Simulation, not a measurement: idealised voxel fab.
You're looking at the process module voxel released beams.
Square cell edge 5 nm, section width 270 nm, ID cut.
Cross-section format: a grid of square cells, given as bands from top to bottom; each band is one or more rows of cells. In this notation a band is specified by the heights of its top and bottom, in that order and in nm, after which its materials appear from left to right, each paired with its width in nm. The word "edge to edge" attached to a single material means that material fills the band from edge to edge; the word "blank" stands for empty space. Note: height 0 marks the level under which the wafer is uniformly one material as received. Lowest band unbounded below, written "from 0 down". The expression "30->40" gives the width at the extremes of the band, the first number at its top row of cells and the second at its bottom row, with the width changing by equal amounts from each row to the next in between. The designation "changes: none", where it is given for a processing step, indicates that no cell of the cross-section was altered in the course of that step. In "Enclosed empty spaces" the enclosed voids are listed, meaning empty spaces of 8 cells or larger without any opening to the top. The form is width x height at distance, distance from the left edge, units nm. What comes after the settings on a step's line is commentary from the simulator itself on that step. overlay nm: right-of-plan distance of the mask on a masked step; negative values mean left-of-plan.

The process steps that were planned are listed below:
1. RECEIVE [material Si]
2. CONFORMAL_DEP [material Al2O3] [thk nm 10]
3. DIRECTIONAL_DEP [material SiO2] [thk nm 15]
4. MASKED_ETCH [tone open] [mask id ANCHOR] [width nm 30] [etch materials SiO2] [depth nm 15] [overlay nm 0]
5. CONFORMAL_DEP [material polySi] [thk nm 10]
6. MASKED_ETCH [tone cover] [mask id BEAM] [width nm 115] [etch materials polySi] [depth nm 10] [overlay nm 0]
7. STRIP [etch materials SiO2]

As-received wafer cross-section (after step 1):
  from 0 down  Si edge to edge
  Enclosed empty spaces: none

Sectioned view, first of two wafers, at the close of the module, processed as intended in the plan:
  from 35 to 25  blank 75 nm / polySi 15 nm / blank 10 nm / polySi 90 nm / blank 80 nm
  from 25 to 20  blank 80 nm / polySi 10 nm / blank 10 nm / polySi 10 nm / blank 160 nm
  from 20 to 10  blank 80 nm / polySi 30 nm / blank 160 nm
  from 10 to 0  Al2O3 edge to edge
  from 0 down  Si edge to edge
  Enclosed empty spaces: none

Second wafer cross-section at end of module - shared start and plan with the first, one mistake in the run:
  from 30 to 20  blank 75 nm / polySi 15 nm / blank 10 nm / polySi 90 nm / blank 80 nm
  from 20 to 15  blank 80 nm / polySi 10 nm / blank 10 nm / polySi 10 nm / blank 160 nm
  from 15 to 5  blank 80 nm / polySi 30 nm / blank 160 nm
  from 5 to 0  Al2O3 edge to edge
  from 0 down  Si edge to edge
  Enclosed empty spaces: none
Heads up, the wafer didn't run the way we planned it: planned and actual differ for step 2; actual: CONFORMAL_DEP [material Al2O3] [thk nm 5]
Once processing is complete, comparing cell counts shows that the second wafer has more or fewer of certain materials than the first: Al2O3 -54
